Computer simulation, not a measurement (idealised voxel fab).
Process module in this document: voxel transistor to metal
Cross-section cut spans 215 nm and uses square cells 5 nm in size.
Cross-section layout: square cells on a grid; listed as bands, top to bottom; a band spans one or more cell rows. Quick guide to a band line: top height, bottom height (nm) up front; then every material left to right with its width in nm. Only one material and it's marked "throughout"? Then it fills the band edge to edge. And "air" just means empty space. Heights are measured from 0, the level below which the as-received wafer is all one material; the lowest band has no bottom and continues downward, written as in "from 0 down". Note: "30 to 40" means the width goes from the first number (top row of the band) to the second number (bottom row) in equal steps per row of cells. "all unchanged" for a step: no cell of the cross-section changed in that step. The label "Closed void register" introduces a list of the empty spaces, 8 cells or larger, that have no open way up to the top; each entry in it reads width x height at distance, where the distance is taken from the left edge and all three are stated in nm. If you see something after the settings on a step's line, that's the simulator's own remark about that step. overlay nm: how far to the right of its planned place the mask lay on this masked step (negative: to the left).
Listed below are the process steps as planned:
step 1: RECEIVE [material Si]
step 2: CONFORMAL_DEP [material SiO2] [thk nm 5]
step 3: CONFORMAL_DEP [material SiN] [thk nm 15]
step 4: DIRECTIONAL_DEP [material aC] [thk nm 15]
step 5: PATTERN [tone cover] [mask id ACTIVE] [material resist] [width nm 120] [thk nm 35] [overlay nm 0]
step 6: DIRECTIONAL_ETCH [etch materials aC] [depth nm 15]
step 7: STRIP [etch materials resist]
step 8: DIRECTIONAL_ETCH [etch materials SiN] [depth nm 15]
step 9: DIRECTIONAL_ETCH [etch materials SiO2] [depth nm 5]
step 10: DIRECTIONAL_ETCH [etch materials Si] [depth nm 20]
step 11: STRIP [etch materials aC]
step 12: OXIDIZE [depth nm 5]
step 13: FILL_DEP [material SiO2] [thk nm 15]
step 14: CMP [height nm 20]
step 15: SELECTIVE_ETCH [etch materials SiO2] [depth nm 10]
step 16: STRIP [etch materials SiN]
step 17: SELECTIVE_ETCH [etch materials SiO2] [depth nm 5]
step 18: OXIDIZE [depth nm 5]
step 19: DIRECTIONAL_DEP [material polySi] [thk nm 25]
step 20: DIRECTIONAL_DEP [material SiCN] [thk nm 10]
step 21: MASKED_ETCH [tone cover] [mask id GATE] [width nm 30] [etch materials SiCN] [depth nm 20] [overlay nm 0]
step 22: MASKED_ETCH [tone cover] [mask id GATE] [width nm 30] [etch materials polySi] [depth nm 35] [overlay nm 0]
step 23: CONFORMAL_DEP [material SiO2] [thk nm 5]
step 24: DIRECTIONAL_ETCH [etch materials SiO2] [depth nm 5]
step 25: CONFORMAL_DEP [material SiN] [thk nm 10]
step 26: DIRECTIONAL_ETCH [etch materials SiN] [depth nm 10]
step 27: DIRECTIONAL_ETCH [etch materials SiO2] [depth nm 5]
step 28: EPI [material nSi] [thk nm 5]
step 29: FILL_DEP [material SiO2] [thk nm 10]
step 30: CMP [height nm 25]
step 31: STRIP [etch materials polySi]
step 32: SELECTIVE_ETCH [etch materials SiO2] [depth nm 5]
step 33: CONFORMAL_DEP [material HfO2] [thk nm 5]
step 34: CONFORMAL_DEP [material TiN] [thk nm 5]
step 35: FILL_DEP [material W] [thk nm 10]
step 36: CMP [height nm 20]
step 37: DIRECTIONAL_DEP [material SiO2] [thk nm 10]
step 38: PATTERN [tone open] [mask id CONTACT] [material resist] [width nm 20] [pitch nm 90] [thk nm 20] [overlay nm 0]
step 39: DIRECTIONAL_ETCH [etch materials SiO2] [depth nm 30]
step 40: STRIP [etch materials resist]
step 41: CONFORMAL_DEP [material TiN] [thk nm 5]
step 42: FILL_DEP [material Ru] [thk nm 5]
step 43: CMP [height nm 30]
step 44: DIRECTIONAL_DEP [material TiN] [thk nm 5]
step 45: DIRECTIONAL_DEP [material Ru] [thk nm 15]
step 46: PATTERN [tone cover] [mask id METAL_1] [material resist] [width nm 20] [pitch nm 90] [thk nm 20] [overlay nm 0]
step 47: DIRECTIONAL_ETCH [etch materials Ru] [depth nm 15]
step 48: DIRECTIONAL_ETCH [etch materials TiN] [depth nm 5]
step 49: STRIP [etch materials resist]
step 50: CONFORMAL_DEP [material SiCN] [thk nm 5]
step 51: FILL_DEP [material SiO2] [thk nm 5]
step 52: CMP [height nm 50]
step 53: CONFORMAL_DEP [material SiN] [thk nm 5]
The cross-section here shows the wafer as received, i.e. in its state after step 1:
	from 0 down  Si throughout
	Closed void register: none
First of two wafers: cross-section at end of module, run per plan:
	from 55 to 50  SiN throughout
	from 50 to 35  SiO2=45 | SiCN=5 | Ru=20 | SiCN=5 | SiO2=60 | SiCN=5 | Ru=20 | SiCN=5 | SiO2=50
	from 35 to 30  SiCN=50 | TiN=20 | SiCN=70 | TiN=20 | SiCN=55
	from 30 to 20  SiO2=50 | TiN=5 | Ru=10 | TiN=5 | SiO2=70 | TiN=5 | Ru=10 | TiN=5 | SiO2=55
	from 20 to 10  SiO2=50 | TiN=5 | Ru=10 | TiN=5 | SiO2=5 | SiN=10 | HfO2=5 | TiN=5 | W=20 | TiN=5 | HfO2=5 | SiN=10 | SiO2=5 | TiN=5 | Ru=10 | TiN=5 | SiO2=55
	from 10 to 5  SiO2=50 | TiN=10 | Ru=5 | TiN=5 | SiO2=5 | SiN=10 | HfO2=5 | TiN=5 | W=20 | TiN=5 | HfO2=5 | SiN=10 | SiO2=5 | TiN=5 | Ru=5 | TiN=10 | SiO2=55
	from 5 to 0  SiO2=45 | SiN=10 | TiN=15 | SiO2=5 | SiN=10 | HfO2=5 | TiN=30 | HfO2=5 | SiN=10 | SiO2=5 | TiN=15 | SiN=10 | SiO2=50
	from 0 to -5  SiO2=55 | nSi=20 | SiO2=10 | HfO2=40 | SiO2=10 | nSi=20 | SiO2=60
	from -5 to -25  SiO2=50 | Si=110 | SiO2=55
	from -25 down  Si throughout
	Closed void register: none
Second wafer at the end: like start, like plan, one mistake:
	from 55 to 50  SiN throughout
	from 50 to 35  SiO2=45 | SiCN=5 | Ru=20 | SiCN=5 | SiO2=60 | SiCN=5 | Ru=20 | SiCN=5 | SiO2=50
	from 35 to 30  SiCN=50 | TiN=20 | SiCN=70 | TiN=20 | SiCN=55
	from 30 to 25  Ru=45 | TiN=5 | SiO2=20 | TiN=5 | Ru=60 | TiN=5 | SiO2=20 | TiN=5 | Ru=50
	from 25 to 20  Ru=45 | TiN=5 | SiO2=20 | TiN=70 | SiO2=20 | TiN=5 | Ru=50
	from 20 to 10  Ru=45 | TiN=5 | SiO2=20 | TiN=5 | SiN=10 | HfO2=5 | TiN=5 | W=20 | TiN=5 | HfO2=5 | SiN=10 | TiN=5 | SiO2=20 | TiN=5 | Ru=50
	from 10 to 5  Ru=40 | TiN=10 | SiO2=20 | TiN=5 | SiN=10 | HfO2=5 | TiN=5 | W=20 | TiN=5 | HfO2=5 | SiN=10 | TiN=5 | SiO2=20 | TiN=10 | Ru=45
	from 5 to 0  TiN=45 | SiN=10 | SiO2=15 | TiN=5 | SiN=10 | HfO2=5 | TiN=30 | HfO2=5 | SiN=10 | TiN=5 | SiO2=15 | SiN=10 | TiN=50
	from 0 to -5  SiO2=55 | nSi=20 | SiO2=10 | HfO2=40 | SiO2=10 | nSi=20 | SiO2=60
	from -5 to -25  SiO2=50 | Si=110 | SiO2=55
	from -25 down  Si throughout
	Closed void register: none
Where did the run depart from the plan? heads up, step 38 didn't go per plan, it actually ran as PATTERN [tone cover] [mask id CONTACT] [material resist] [width nm 20] [pitch nm 90] [thk nm 20] [overlay nm 0]
End check, counted in cells, second wafer has more or fewer of these materials than the first: Ru +87, SiO2 -114, TiN +27
